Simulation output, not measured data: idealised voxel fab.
The process module that follows is named voxel fin reveal.
The cross-section on display is named cut; it measures 295 nm wide, and its cells are 5 nm squares.
For the purposes of this document, a cross-section shall be understood as a grid of square cells, specified as bands listed in top-to-bottom order, each band consisting of one or more rows of cells. Each band's line starts with the height of the band's top and of its bottom, in nm. Then come its materials from left to right, each with its width in nm. One material with "full width" fills the band from edge to edge. "blank" is empty space. Height 0 is the level under which the wafer as received is all one material. The lowest band goes on downwards, as in "0..down". The two numbers in a width such as "30->40" mark its ends across the band: the first belongs to the top row of cells, the second to the bottom row, and from each row to the next the width moves by the same amount. Reading "all unchanged" for a step: not a cell of the cross-section changed in it. If an empty space has no open way to the top and is at least 8 cells in size, "Enclosed cavities" lists it, written width x height at distance, where distance is measured from the left edge and every value is in nm. Where a step's line continues beyond its settings, the continuation is a remark by the simulator itself on that step. The optional step-line setting "overlay nm" applies to steps with a mask and quantifies how far to the right of its planned location the mask lay, a negative value indicating leftward placement.

The planned process steps are enumerated hereunder
step 1: RECEIVE: material Si
step 2: CONFORMAL_DEP: material SiN, thk nm 5
step 3: PATTERN: tone cover, mask id FINS, material resist, width nm 15, pitch nm 35, thk nm 15, overlay nm 0
step 4: DIRECTIONAL_ETCH: etch materials SiN, depth nm 5
step 5: DIRECTIONAL_ETCH: etch materials Si, depth nm 35
step 6: STRIP: etch materials resist
step 7: FILL_DEP: material SiO2, thk nm 15
step 8: CMP: height nm 5
step 9: SELECTIVE_ETCH: etch materials SiO2, depth nm 25
step 10: STRIP: etch materials SiN
step 11: CONFORMAL_DEP: material HfO2, thk nm 5

First of two wafers - as planned

Cross-section of the wafer upon arrival, representing the state reached after step 1
    0..down = Si full width
    Enclosed cavities: none

Cross-section through the wafer, step 2 finished
    5..0 = SiN full width
    below 0: unchanged

Cross-section through the wafer, step 3 finished
    20..5 = blank (85)  resist (15)  blank (20)  resist (15)  blank (20)  resist (15)  blank (20)  resist (15)  blank (90)
    below 5: unchanged

Cross-section through the wafer, step 4 finished
    20..5 = blank (85)  resist (15)  blank (20)  resist (15)  blank (20)  resist (15)  blank (20)  resist (15)  blank (90)
    5..0 = blank (85)  SiN (15)  blank (20)  SiN (15)  blank (20)  SiN (15)  blank (20)  SiN (15)  blank (90)
    below 0: unchanged

Cross-section through the wafer, step 5 finished
    20..5 = blank (85)  resist (15)  blank (20)  resist (15)  blank (20)  resist (15)  blank (20)  resist (15)  blank (90)
    5..0 = blank (85)  SiN (15)  blank (20)  SiN (15)  blank (20)  SiN (15)  blank (20)  SiN (15)  blank (90)
    0..-35 = blank (85)  Si (15)  blank (20)  Si (15)  blank (20)  Si (15)  blank (20)  Si (15)  blank (90)
    below -35: unchanged

Cross-section through the wafer, step 6 finished
    5..0 = blank (85)  SiN (15)  blank (20)  SiN (15)  blank (20)  SiN (15)  blank (20)  SiN (15)  blank (90)
    below 0: unchanged

Cross-section through the wafer, step 7 finished
    20..5 = SiO2 full width
    5..0 = SiO2 (85)  SiN (15)  SiO2 (20)  SiN (15)  SiO2 (20)  SiN (15)  SiO2 (20)  SiN (15)  SiO2 (90)
    0..-35 = SiO2 (85)  Si (15)  SiO2 (20)  Si (15)  SiO2 (20)  Si (15)  SiO2 (20)  Si (15)  SiO2 (90)
    below -35: unchanged

Cross-section through the wafer, step 8 finished
    5..0 = SiO2 (85)  SiN (15)  SiO2 (20)  SiN (15)  SiO2 (20)  SiN (15)  SiO2 (20)  SiN (15)  SiO2 (90)
    below 0: unchanged

Cross-section through the wafer, step 9 finished
    5..0 = blank (85)  SiN (15)  blank (20)  SiN (15)  blank (20)  SiN (15)  blank (20)  SiN (15)  blank (90)
    0..-20 = blank (85)  Si (15)  blank (20)  Si (15)  blank (20)  Si (15)  blank (20)  Si (15)  blank (90)
    below -20: unchanged

Cross-section through the wafer, step 10 finished
    0..-20 = blank (85)  Si (15)  blank (20)  Si (15)  blank (20)  Si (15)  blank (20)  Si (15)  blank (90)
    below -20: unchanged

Cross-section through the wafer, step 11 finished
    5..0 = blank (80)  HfO2 (25)  blank (10)  HfO2 (25)  blank (10)  HfO2 (25)  blank (10)  HfO2 (25)  blank (85)
    0..-15 = blank (80)  HfO2 (5)  Si (15)  HfO2 (5)  blank (10)  HfO2 (5)  Si (15)  HfO2 (5)  blank (10)  HfO2 (5)  Si (15)  HfO2 (5)  blank (10)  HfO2 (5)  Si (15)  HfO2 (5)  blank (85)
    -15..-20 = HfO2 (85)  Si (15)  HfO2 (20)  Si (15)  HfO2 (20)  Si (15)  HfO2 (20)  Si (15)  HfO2 (90)
    below -20: unchanged

Wafer two of the pair: same origin, same plan, one error during the run; identical to wafer one up to and including step 7

Planned end of step 8: second wafer, cross-section
    -5..-35 = SiO2 (85)  Si (15)  SiO2 (20)  Si (15)  SiO2 (20)  Si (15)  SiO2 (20)  Si (15)  SiO2 (90)
    below -35: unchanged

Planned end of step 9: second wafer, cross-section
    -5..-30 = blank (85)  Si (15)  blank (20)  Si (15)  blank (20)  Si (15)  blank (20)  Si (15)  blank (90)
    below -30: unchanged

Planned end of step 10: second wafer, cross-section: all unchanged

Planned end of step 11: second wafer, cross-section
    0..-5 = blank (80)  HfO2 (25)  blank (10)  HfO2 (25)  blank (10)  HfO2 (25)  blank (10)  HfO2 (25)  blank (85)
    -5..-25 = blank (80)  HfO2 (5)  Si (15)  HfO2 (5)  blank (10)  HfO2 (5)  Si (15)  HfO2 (5)  blank (10)  HfO2 (5)  Si (15)  HfO2 (5)  blank (10)  HfO2 (5)  Si (15)  HfO2 (5)  blank (85)
    -25..-30 = HfO2 (85)  Si (15)  HfO2 (20)  Si (15)  HfO2 (20)  Si (15)  HfO2 (20)  Si (15)  HfO2 (90)
    below -30: unchanged
Deviation from plan: step 8 was processed under conditions differing from the plan, specifically as CMP: height nm -5
Once processing is complete, comparing cell counts shows that the second wafer has more or fewer of certain materials than the first: HfO2: 8 more | Si: 12 fewer | SiO2: 94 fewer
